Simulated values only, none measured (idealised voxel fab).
Presented below is a process module, voxel double patterning.
The cross-section on display is named cut; it measures 280 nm wide, and its cells are 5 nm squares.
The cross-sections in this document take the form of a grid made of square cells. They are written out as bands, in order from top to bottom. Each band consists of one or more rows of cells.
First you get the band's top height and its bottom height, in nm, and then the materials it's made of, left to right, with each width in nm. If you see a single material with "full width", that one covers the band edge to edge. "empty" is empty space.
Heads up on the height convention: 0 is the point under which the incoming wafer is all one material, and the lowest band has no bottom, it just keeps going down, like "from 0 down".
You'd read "30->40" like this: the band's top row of cells is as wide as the first number, its bottom row is as wide as the second, and going down, every row changes width by the same amount as the row before did.
Basically "nothing was modified" means that step didn't change any cell in the cross-section.
Empty spaces counting at least 8 cells and having no open way to the top are listed in "Enclosed internal cavities". The notation width x height at distance is used for each, the distance being from the left edge and all three values in nm.
Note: text after step settings on the step line = simulator remark on that step.
overlay nm: right-of-plan distance of the mask on a masked step; negative values mean left-of-plan.

### Process steps (planned)
1) RECEIVE,material Si
2) CONFORMAL_DEP,material SiO2,thk nm 5
3) DIRECTIONAL_DEP,material W,thk nm 10
4) DIRECTIONAL_DEP,material SiN,thk nm 10
5) MASKED_ETCH,tone open,mask id FIRST,width nm 15,pitch nm 50,etch materials SiN,depth nm 10,overlay nm 0
6) PATTERN,tone open,mask id SECOND,material resist,width nm 15,pitch nm 50,thk nm 15,overlay nm 0
7) DIRECTIONAL_ETCH,etch materials SiN,depth nm 10
8) STRIP,etch materials resist
9) DIRECTIONAL_ETCH,etch materials W,depth nm 10
10) STRIP,etch materials SiN

### First out of two wafers; run went to plan

### Here's what the wafer looked like in cross-section when it arrived - that's after step 1
- from 0 down | Si full width
- Enclosed internal cavities: none

### Sectional view: wafer, after step 2
- from 5 to 0 | SiO2 full width
- Below 0 it's all the same as before, nothing changed down there.

### Sectional view: wafer, after step 3
- from 15 to 5 | W full width
- Below 5 it's all the same as before, nothing changed down there.

### Sectional view: wafer, after step 4
- from 25 to 15 | SiN full width
- Below 15 it's all the same as before, nothing changed down there.

### Sectional view: wafer, after step 5
- from 25 to 15 | SiN: 80, then empty: 15, then SiN: 35, then empty: 15, then SiN: 35, then empty: 15, then SiN: 85
- Below 15 it's all the same as before, nothing changed down there.

### Sectional view: wafer, after step 6
- from 40 to 25 | resist: 105, then empty: 15, then resist: 35, then empty: 15, then resist: 110
- from 25 to 15 | SiN: 80, then resist: 15, then SiN: 35, then resist: 15, then SiN: 35, then resist: 15, then SiN: 85
- Below 15 it's all the same as before, nothing changed down there.

### Sectional view: wafer, after step 7
- from 40 to 25 | resist: 105, then empty: 15, then resist: 35, then empty: 15, then resist: 110
- from 25 to 15 | SiN: 80, then resist: 15, then SiN: 10, then empty: 15, then SiN: 10, then resist: 15, then SiN: 10, then empty: 15, then SiN: 10, then resist: 15, then SiN: 85
- Below 15 it's all the same as before, nothing changed down there.

### Sectional view: wafer, after step 8
- from 25 to 15 | SiN: 80, then empty: 15, then SiN: 10, then empty: 15, then SiN: 10, then empty: 15, then SiN: 10, then empty: 15, then SiN: 10, then empty: 15, then SiN: 85
- Below 15 it's all the same as before, nothing changed down there.

### Sectional view: wafer, after step 9
- from 25 to 15 | SiN: 80, then empty: 15, then SiN: 10, then empty: 15, then SiN: 10, then empty: 15, then SiN: 10, then empty: 15, then SiN: 10, then empty: 15, then SiN: 85
- from 15 to 5 | W: 80, then empty: 15, then W: 10, then empty: 15, then W: 10, then empty: 15, then W: 10, then empty: 15, then W: 10, then empty: 15, then W: 85
- Below 5 it's all the same as before, nothing changed down there.

### Sectional view: wafer, after step 10
- from 15 to 5 | W: 80, then empty: 15, then W: 10, then empty: 15, then W: 10, then empty: 15, then W: 10, then empty: 15, then W: 10, then empty: 15, then W: 85
- Below 5 it's all the same as before, nothing changed down there.

### Second wafer - shared start and plan with the first - one error in running - same as the first up to step 1 inclusive

### Second wafer shown in cross-section at the time step 2 was slated to end
- from 5 to 0 | W full width
- Below 0 it's all the same as before, nothing changed down there.

### Second wafer shown in cross-section at the time step 3 was slated to end
- from 15 to 0 | W full width
- Below 0 it's all the same as before, nothing changed down there.

### Second wafer shown in cross-section at the time step 4 was slated to end
- from 25 to 15 | SiN full width
- Below 15 it's all the same as before, nothing changed down there.

### Second wafer shown in cross-section at the time step 5 was slated to end
- from 25 to 15 | SiN: 80, then empty: 15, then SiN: 35, then empty: 15, then SiN: 35, then empty: 15, then SiN: 85
- Below 15 it's all the same as before, nothing changed down there.

### Second wafer shown in cross-section at the time step 6 was slated to end
- from 40 to 25 | resist: 105, then empty: 15, then resist: 35, then empty: 15, then resist: 110
- from 25 to 15 | SiN: 80, then resist: 15, then SiN: 35, then resist: 15, then SiN: 35, then resist: 15, then SiN: 85
- Below 15 it's all the same as before, nothing changed down there.

### Second wafer shown in cross-section at the time step 7 was slated to end
- from 40 to 25 | resist: 105, then empty: 15, then resist: 35, then empty: 15, then resist: 110
- from 25 to 15 | SiN: 80, then resist: 15, then SiN: 10, then empty: 15, then SiN: 10, then resist: 15, then SiN: 10, then empty: 15, then SiN: 10, then resist: 15, then SiN: 85
- Below 15 it's all the same as before, nothing changed down there.

### Second wafer shown in cross-section at the time step 8 was slated to end
- from 25 to 15 | SiN: 80, then empty: 15, then SiN: 10, then empty: 15, then SiN: 10, then empty: 15, then SiN: 10, then empty: 15, then SiN: 10, then empty: 15, then SiN: 85
- Below 15 it's all the same as before, nothing changed down there.

### Second wafer shown in cross-section at the time step 9 was slated to end
- from 25 to 15 | SiN: 80, then empty: 15, then SiN: 10, then empty: 15, then SiN: 10, then empty: 15, then SiN: 10, then empty: 15, then SiN: 10, then empty: 15, then SiN: 85
- from 15 to 5 | W: 80, then empty: 15, then W: 10, then empty: 15, then W: 10, then empty: 15, then W: 10, then empty: 15, then W: 10, then empty: 15, then W: 85
- Below 5 it's all the same as before, nothing changed down there.

### Second wafer shown in cross-section at the time step 10 was slated to end
- from 15 to 5 | W: 80, then empty: 15, then W: 10, then empty: 15, then W: 10, then empty: 15, then W: 10, then empty: 15, then W: 10, then empty: 15, then W: 85
- Below 5 it's all the same as before, nothing changed down there.
what went wrong: step 2 did not happen as planned, as run it was CONFORMAL_DEP,material W,thk nm 5
Final tally in cells, some materials are higher or lower on the second wafer than on the first: SiO2 -56, W +56
